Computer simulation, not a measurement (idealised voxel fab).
Title: Process Module voxel air gaps
It is cross-section cut that appears here, measuring 220 nm in width, its square cells being 5 nm in size.
We lay out every cross-section as a grid of square cells and spell it out in bands from the top down, where one band means one or more rows of cells.
It is stipulated that each band's entry specify, in nanometres, the height of the top of the band and then that of its bottom, followed by the materials of the band in left-to-right sequence, each together with its width in nanometres. A single material marked by the word "all across" is understood to fill the band from edge to edge; the word "empty" is understood to denote empty space.
Heads up on the height convention: 0 is the point under which the incoming wafer is all one material, and the lowest band has no bottom, it just keeps going down, like "0 nm and below".
With a width like "30->40", each row of cells in the band differs from the next by the same amount, the top row carrying the first number and the bottom row the second.
"all unchanged" -> step changed no cross-section cell.
"Sealed internal voids" contains a list of empty spaces, each no smaller than 8 cells and without an open way to the top, written in the form width x height at distance with the distance from the left edge and all three in nm.
Anything after a step's settings on that line? It's the simulator's own note about the step.
Regarding "overlay nm": on a step with a mask, it is the distance the mask lay to the right of its planned place; a negative value places it to the left.

# Here's what the planned process steps look like
step 1: op RECEIVE | material Si
step 2: op CONFORMAL_DEP | material SiO2 | thk nm 10
step 3: op CONFORMAL_DEP | material SiN | thk nm 5
step 4: op DIRECTIONAL_DEP | material SiO2 | thk nm 40
step 5: op MASKED_ETCH | tone open | mask id LINES | width nm 15 | pitch nm 40 | etch materials SiO2 | depth nm 40 | overlay nm 0
step 6: op CONFORMAL_DEP | material TiN | thk nm 5
step 7: op FILL_DEP | material Ru | thk nm 5
step 8: op CMP | height nm 55
step 9: op EPI | material Ru | thk nm 10
step 10: op SELECTIVE_ETCH | etch materials SiO2 | depth nm 50
step 11: op CONFORMAL_DEP | material SiCN | thk nm 5

# Shown in cross-section is the wafer as received, that is, as it stands after step 1
  0 nm and below: Si all across
  Sealed internal voids: none

# Cross-section, end of module. Start: as above. Plan: as above. Execution: one mistake
  80 nm to 75 nm: 35 of empty, 145 of SiCN, 40 of empty
  75 nm to 55 nm: 35 of empty, 5 of SiCN, 135 of Ru, 5 of SiCN, 40 of empty
  55 nm to 50 nm: 35 of empty, 25 of SiCN, 5 of TiN, 5 of Ru, 5 of TiN, 25 of SiO2, 5 of TiN, 5 of Ru, 5 of TiN, 25 of SiO2, 5 of TiN, 5 of Ru, 5 of TiN, 25 of SiCN, 40 of empty
  50 nm to 20 nm: 55 of empty, 5 of SiCN, 5 of TiN, 5 of Ru, 5 of TiN, 25 of SiO2, 5 of TiN, 5 of Ru, 5 of TiN, 25 of SiO2, 5 of TiN, 5 of Ru, 5 of TiN, 5 of SiCN, 60 of empty
  20 nm to 15 nm: 60 of SiCN, 15 of TiN, 25 of SiO2, 15 of TiN, 25 of SiO2, 15 of TiN, 65 of SiCN
  15 nm to 10 nm: SiN all across
  10 nm to 0 nm: SiO2 all across
  0 nm and below: Si all across
  Sealed internal voids: none
Deviation noted in wafer processing: twice over, step 9 of the plan was run
